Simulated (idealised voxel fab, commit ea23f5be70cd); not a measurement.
The process module that follows is named voxel gate over fins.
Xsec cut, 215 nm wide, square cell size 5 nm.
Format of a cross-section: grid, square cells. Given as bands. Order: top down. Band: one or more rows of cells.
Per band: top height and bottom height in nm, followed by the left-to-right materials and their widths in nm; "everywhere" marks a single material spanning edge to edge, "air" marks empty space.
Basically, 0 is our baseline, since under it the wafer straight out of the box is all one material. The bottom band has no lower end and keeps on going down, so it looks like "0 -> down".
Note: "30 to 40" means the width goes from the first number (top row of the band) to the second number (bottom row) in equal steps per row of cells.
You'll sometimes find "nothing different" written for a step, and that's the way of saying that nowhere in the cross-section did a cell change during that step.
Basically, "Closed internal cavities" tells you about the enclosed voids: empty spaces with no open way to the top, 8 cells or bigger, each written width x height at distance, where distance is from the left edge, all in nm.
Whatever follows a step's settings on its line is a remark the simulator itself makes about that step.
The line of a step may include "overlay nm". On a step with a mask, this value is how far to the right of its planned place the mask lay. A negative value means the mask lay to the left.
-- Intended process steps
1: op RECEIVE | material Si
2: op CONFORMAL_DEP | material SiN | thk nm 10
3: op PATTERN | tone cover | mask id FINS | material resist | width nm 15 | pitch nm 40 | thk nm 15 | overlay nm 0
4: op DIRECTIONAL_ETCH | etch materials SiN | depth nm 10
5: op DIRECTIONAL_ETCH | etch materials Si | depth nm 40
6: op STRIP | etch materials resist
7: op FILL_DEP | material SiO2 | thk nm 15
8: op CMP | height nm 10
9: op SELECTIVE_ETCH | etch materials SiO2 | depth nm 20
10: op STRIP | etch materials SiN
11: op CONFORMAL_DEP | material HfO2 | thk nm 5
12: op CONFORMAL_DEP | material TiN | thk nm 5
13: op CONFORMAL_DEP | material TiAl | thk nm 5
14: op CONFORMAL_DEP | material TiN | thk nm 5
15: op FILL_DEP | material W | thk nm 15
16: op CMP | height nm 30
17: op CONFORMAL_DEP | material SiN | thk nm 10
-- Cross-sectional view of the wafer in its as-received condition, corresponding to the state after step 1
> 0 -> down | Si everywhere
> Closed internal cavities: none
-- End state of the module in cross-section, given the above starting point and plan and one mistake in execution
> 40 -> 30 | SiN everywhere
> 30 -> 20 | W everywhere
> 20 -> 15 | W 20 | TiN 175 | W 20
> 15 -> 10 | W 20 | TiN 5 | TiAl 165 | TiN 5 | W 20
> 10 -> 5 | TiN 25 | TiAl 5 | TiN 35 | TiAl 5 | TiN 35 | TiAl 5 | TiN 35 | TiAl 5 | TiN 35 | TiAl 5 | TiN 25
> 5 -> 0 | TiAl 30 | TiN 5 | HfO2 25 | TiN 5 | TiAl 5 | TiN 5 | HfO2 25 | TiN 5 | TiAl 5 | TiN 5 | HfO2 25 | TiN 5 | TiAl 5 | TiN 5 | HfO2 25 | TiN 5 | TiAl 30
> 0 -> -5 | TiN 35 | HfO2 5 | Si 15 | HfO2 5 | TiN 15 | HfO2 5 | Si 15 | HfO2 5 | TiN 15 | HfO2 5 | Si 15 | HfO2 5 | TiN 15 | HfO2 5 | Si 15 | HfO2 5 | TiN 35
> -5 -> -10 | HfO2 40 | Si 15 | HfO2 25 | Si 15 | HfO2 25 | Si 15 | HfO2 25 | Si 15 | HfO2 40
> -10 -> -30 | SiO2 40 | Si 15 | SiO2 25 | Si 15 | SiO2 25 | Si 15 | SiO2 25 | Si 15 | SiO2 40
> -30 -> down | Si everywhere
> Closed internal cavities: none
What was the processing mistake? rather than as planned, step 5 actually ran as op DIRECTIONAL_ETCH | etch materials Si | depth nm 30
